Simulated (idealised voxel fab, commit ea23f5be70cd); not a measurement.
Process module in this document: voxel transistor to metal
The cross-section shown here is cut; it is 165 nm wide and divided into square cells measuring 5 nm on a side.
Cross-section = grid of square cells, listed top down in bands; band = one or more rows.
In this notation a band is specified by the heights of its top and bottom, in that order and in nm, after which its materials appear from left to right, each paired with its width in nm. The word "edge to edge" attached to a single material means that material fills the band from edge to edge; the word "air" stands for empty space.
Height 0 is the level under which the wafer as received is all one material. The lowest band goes on downwards, as in "from 0 down".
The two numbers in a width such as "30->40" mark its ends across the band: the first belongs to the top row of cells, the second to the bottom row, and from each row to the next the width moves by the same amount.
Basically "remained unchanged" means that step didn't change any cell in the cross-section.
For the entry "Enclosed cavities", the listed items are empty spaces with no open way to the top whose size is 8 cells or more; each item follows the pattern width x height at distance, where distance is from the left edge and all three are in nm.
The remark found on a step's line after its settings is issued by the simulator itself and pertains to that step.
overlay nm, on a step with a mask: how far to the right of its planned place the mask lay; to the left if negative

Planned step list for the process
1: RECEIVE [material Si]
2: OXIDIZE [depth nm 5]
3: CONFORMAL_DEP [material SiN] [thk nm 15]
4: DIRECTIONAL_DEP [material aC] [thk nm 10]
5: PATTERN [tone cover] [mask id ACTIVE] [material resist] [width nm 110] [thk nm 25] [overlay nm 0]
6: DIRECTIONAL_ETCH [etch materials aC] [depth nm 10]
7: STRIP [etch materials resist]
8: DIRECTIONAL_ETCH [etch materials SiN] [depth nm 15]
9: DIRECTIONAL_ETCH [etch materials SiO2] [depth nm 5]
10: DIRECTIONAL_ETCH [etch materials Si] [depth nm 25]
11: STRIP [etch materials aC]
12: FILL_DEP [material SiO2] [thk nm 5]
13: CMP [height nm 15]
14: SELECTIVE_ETCH [etch materials SiO2] [depth nm 10]
15: STRIP [etch materials SiN]
16: SELECTIVE_ETCH [etch materials SiO2] [depth nm 5]
17: OXIDIZE [depth nm 5]
18: DIRECTIONAL_DEP [material polySi] [thk nm 30]
19: DIRECTIONAL_DEP [material SiCN] [thk nm 15]
20: MASKED_ETCH [tone cover] [mask id GATE] [width nm 20] [etch materials SiCN] [depth nm 25] [overlay nm 0]
21: MASKED_ETCH [tone cover] [mask id GATE] [width nm 20] [etch materials polySi] [depth nm 40] [overlay nm 0]
22: CONFORMAL_DEP [material SiO2] [thk nm 5]
23: DIRECTIONAL_ETCH [etch materials SiO2] [depth nm 5]
24: CONFORMAL_DEP [material SiN] [thk nm 10]
25: DIRECTIONAL_ETCH [etch materials SiN] [depth nm 10]
26: DIRECTIONAL_ETCH [etch materials SiO2] [depth nm 5]
27: EPI [material pSi] [thk nm 5]
28: FILL_DEP [material SiO2] [thk nm 5]
29: CMP [height nm 40]
30: DIRECTIONAL_DEP [material SiO2] [thk nm 15]
31: PATTERN [tone open] [mask id CONTACT] [material resist] [width nm 20] [pitch nm 80] [thk nm 20] [overlay nm 0]
32: DIRECTIONAL_ETCH [etch materials SiO2] [depth nm 60]
33: STRIP [etch materials resist]
34: CONFORMAL_DEP [material TiN] [thk nm 5]
35: FILL_DEP [material Ru] [thk nm 5]
36: CMP [height nm 55]
37: DIRECTIONAL_DEP [material TiN] [thk nm 5]
38: DIRECTIONAL_DEP [material W] [thk nm 15]
39: PATTERN [tone cover] [mask id METAL_1] [material resist] [width nm 20] [pitch nm 80] [thk nm 20] [overlay nm 0]
40: DIRECTIONAL_ETCH [etch materials W] [depth nm 15]
41: DIRECTIONAL_ETCH [etch materials TiN] [depth nm 5]
42: STRIP [etch materials resist]
43: FILL_DEP [material SiO2] [thk nm 10]
44: CMP [height nm 75]
45: CONFORMAL_DEP [material SiCN] [thk nm 5]
46: DIRECTIONAL_DEP [material lowk] [thk nm 30]
47: PATTERN [tone open] [mask id METAL_2_HOLES] [material resist] [width nm 15] [pitch nm 80] [thk nm 15] [overlay nm 0]
48: DIRECTIONAL_ETCH [etch materials lowk] [depth nm 30]
49: STRIP [etch materials resist]
50: DIRECTIONAL_DEP [material aC] [thk nm 10]
51: PATTERN [tone open] [mask id METAL_2] [material resist] [width nm 20] [pitch nm 80] [thk nm 30] [overlay nm 0]
52: DIRECTIONAL_ETCH [etch materials aC] [depth nm 10]
53: STRIP [etch materials resist]
54: DIRECTIONAL_ETCH [etch materials lowk] [depth nm 15]
55: DIRECTIONAL_ETCH [etch materials SiCN] [depth nm 5]
56: STRIP [etch materials aC]
57: CONFORMAL_DEP [material TiN] [thk nm 5]
58: FILL_DEP [material Cu] [thk nm 10]
59: CMP [height nm 110]
60: CONFORMAL_DEP [material SiN] [thk nm 5]

Cross-section of the wafer at receipt, which is the condition after step 1
- from 0 down  Si edge to edge
- Enclosed cavities: none

The following cross-section depicts the wafer upon conclusion of the module. Processing commenced from the starting condition illustrated above and adhered to the plan illustrated above, save for one mistake in execution
- from 115 to 110  SiN edge to edge
- from 110 to 100  30 of lowk | 5 of TiN | 10 of Cu | 5 of TiN | 60 of lowk | 5 of TiN | 10 of Cu | 5 of TiN | 35 of lowk
- from 100 to 95  30 of lowk | 5 of TiN | 5 of Cu | 10 of TiN | 60 of lowk | 5 of TiN | 5 of Cu | 10 of TiN | 35 of lowk
- from 95 to 80  30 of lowk | 5 of TiN | 5 of Cu | 5 of TiN | 65 of lowk | 5 of TiN | 5 of Cu | 5 of TiN | 40 of lowk
- from 80 to 75  30 of SiCN | 15 of TiN | 65 of SiCN | 15 of TiN | 40 of SiCN
- from 75 to 60  30 of SiO2 | 20 of W | 60 of SiO2 | 20 of W | 35 of SiO2
- from 60 to 55  30 of SiO2 | 20 of TiN | 60 of SiO2 | 20 of TiN | 35 of SiO2
- from 55 to 40  30 of SiO2 | 5 of TiN | 10 of Ru | 5 of TiN | 60 of SiO2 | 5 of TiN | 10 of Ru | 5 of TiN | 35 of SiO2
- from 40 to 25  30 of SiO2 | 5 of TiN | 10 of Ru | 5 of TiN | 20 of SiO2 | 20 of SiCN | 20 of SiO2 | 5 of TiN | 10 of Ru | 5 of TiN | 35 of SiO2
- from 25 to 0  30 of SiO2 | 5 of TiN | 10 of Ru | 5 of TiN | 20 of SiO2 | 20 of polySi | 20 of SiO2 | 5 of TiN | 10 of Ru | 5 of TiN | 35 of SiO2
- from 0 to -5  30 of SiO2 | 20 of TiN | 20 of SiO2 | 20 of polySi | 20 of SiO2 | 20 of TiN | 35 of SiO2
- from -5 to -10  25 of SiO2 | 40 of pSi | 30 of SiO2 | 40 of pSi | 30 of SiO2
- from -10 to -30  25 of SiO2 | 110 of Si | 30 of SiO2
- from -30 down  Si edge to edge
- Enclosed cavities: none
what went wrong: step 24 of the plan was omitted and not executed
